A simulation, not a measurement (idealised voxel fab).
The following is a process module called voxel self aligned vias.
For reference, the cross-section in this document is cut, with width 210 nm and square cells of 5 nm.
Reading order for cross-sections: top band down to bottom band. Underlying form: a grid of square cells. Band size: one or more rows of cells.
Band entry format. Leading values: height of top, height of bottom, nm. Remainder: materials in left-to-right order, each with its width in nm. Special words: "full width" on a single material, which then fills the band edge to edge; "blank", empty space.
Heights are expressed relative to 0, this being the level below which the as-received wafer comprises one material exclusively. The lowest band is unbounded in the downward direction and is denoted as in "top 0, no bottom".
It should be noted that a width expressed as "30->40" varies in equal increments from row to row of cells within the band, taking the value of the first number at the top row and that of the second number at the bottom row.
Given "no alteration" for a step, no cell of the cross-section differs between before and after that step.
The list in "Enclosed void list" covers empty spaces of 8 cells or more that cannot reach the top through any open way, and it gives each as width x height at distance; the distance is from the left edge, and width, height and distance are in nm.
Formally, on a step line, whatever follows the settings is a remark that the simulator itself makes on the step.
Steps that use a mask can have "overlay nm" on their line. It says how far the mask sat to the right of where it was meant to be. Negative means to the left.

-- The planned process steps are enumerated hereunder
1,RECEIVE with material Si
2,CONFORMAL_DEP with material SiO2, thk nm 10
3,CONFORMAL_DEP with material SiCN, thk nm 5
4,DIRECTIONAL_DEP with material lowk, thk nm 25
5,MASKED_ETCH with tone open, mask id LINES, width nm 30, pitch nm 60, etch materials lowk, depth nm 25, overlay nm -15
6,CONFORMAL_DEP with material TiN, thk nm 5
7,FILL_DEP with material W, thk nm 10
8,CMP with height nm 40
9,SELECTIVE_ETCH with etch materials W Ru TiN, depth nm 10
10,FILL_DEP with material SiN, thk nm 10
11,CMP with height nm 40
12,DIRECTIONAL_DEP with material lowk, thk nm 20
13,MASKED_ETCH with tone open, mask id VIAS, width nm 40, pitch nm 60, etch materials lowk, depth nm 20, overlay nm 0
14,MASKED_ETCH with tone open, mask id VIAS, width nm 40, pitch nm 60, etch materials SiN, depth nm 10, overlay nm 0
15,CONFORMAL_DEP with material TiN, thk nm 5
16,FILL_DEP with material Ru, thk nm 5
17,CMP with height nm 60
18,CONFORMAL_DEP with material SiN, thk nm 5
All wafers enter the flow in the same state. The overlay nm at step 5 differs from wafer to wafer, and the plan gives the value for the first wafer.

-- After step 1, as received: first of several wafers, cross-section
> top 0, no bottom | Si full width
> Enclosed void list: none

-- Per-wafer rows below. For each material: cells gained (+) or lost (-) since the wafer was received, as of end of module. Then: closed voids
overlay nm -15; +66 Ru; +42 SiCN; +54 SiN; +84 SiO2; +84 TiN; +24 W; +192 lowk; Enclosed void list: none
overlay nm -10; +72 Ru; +42 SiCN; +48 SiN; +84 SiO2; +84 TiN; +24 W; +192 lowk; Enclosed void list: none
overlay nm -5; +78 Ru; +42 SiCN; +42 SiN; +84 SiO2; +84 TiN; +24 W; +192 lowk; Enclosed void list: none
overlay nm 0; +78 Ru; +42 SiCN; +42 SiN; +84 SiO2; +84 TiN; +24 W; +192 lowk; Enclosed void list: none
overlay nm 5; +78 Ru; +42 SiCN; +42 SiN; +84 SiO2; +84 TiN; +24 W; +192 lowk; Enclosed void list: none
overlay nm 10; +72 Ru; +42 SiCN; +48 SiN; +84 SiO2; +84 TiN; +24 W; +192 lowk; Enclosed void list: none
overlay nm 15; +66 Ru; +42 SiCN; +54 SiN; +84 SiO2; +84 TiN; +24 W; +192 lowk; Enclosed void list: none
